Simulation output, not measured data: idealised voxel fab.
The following process module bears the name voxel double patterning.
Pictured: cross-section cut, 180 nm wide, on a grid of 5 nm square cells.
If you're reading a cross-section in this doc, picture square cells in a grid; it comes to you as bands, top ones listed first down to the bottom, and a band can be one or more rows of cells.
This entry defines a band. It first specifies the height of the band's top and the height of its bottom in nm, and then specifies the band's materials from left to right, stating each material with its width in nm. The word "full width" identifies a single material that fills the band from edge to edge, while the word "blank" identifies empty space.
Heights are measured from 0, the level below which the as-received wafer is all one material; the lowest band has no bottom and continues downward, written as in "0..down".
Width spec "30->40" -> top row of cells at first value, bottom row at second value, equal per-row change in between.
No cell of the cross-section changed in a step that is given as "no modification".
"Voids lacking openings" means: voids of 8 cells or more that are shut off from the top with no open way through. Written width x height at distance, distance from the left edge, in nm.
Note: text after step settings on the step line = simulator remark on that step.
The setting "overlay nm" may be written on the line of a step. When the step uses a mask, the value reports how far to the right of the planned place the mask lay, and a negative value reports that it lay to the left.

Below is the list of planned process steps:
step 1: RECEIVE, material Si
step 2: CONFORMAL_DEP, material SiO2, thk nm 10
step 3: DIRECTIONAL_DEP, material polySi, thk nm 10
step 4: DIRECTIONAL_DEP, material SiCN, thk nm 5
step 5: MASKED_ETCH, tone open, mask id FIRST, width nm 15, pitch nm 50, etch materials SiCN, depth nm 5, overlay nm 0
step 6: MASKED_ETCH, tone open, mask id SECOND, width nm 15, etch materials SiCN, depth nm 5, overlay nm 0
step 7: DIRECTIONAL_ETCH, etch materials polySi, depth nm 10
step 8: STRIP, etch materials SiCN

Cross-section: wafer on arrival = after step 1:
> 0..down: Si full width
> Voids lacking openings: none

The following cross-section depicts the wafer upon conclusion of the module. Processing commenced from the starting condition illustrated above and adhered to the plan illustrated above, save for one mistake in execution:
> 20..10: 45 polySi, then 15 blank, then 20 polySi, then 30 blank, then 70 polySi
> 10..0: SiO2 full width
> 0..down: Si full width
> Voids lacking openings: none
Plan not followed: step 5 was not run as planned; what actually ran was MASKED_ETCH, tone open, mask id FIRST, width nm 15, pitch nm 50, etch materials SiCN, depth nm 5, overlay nm -10
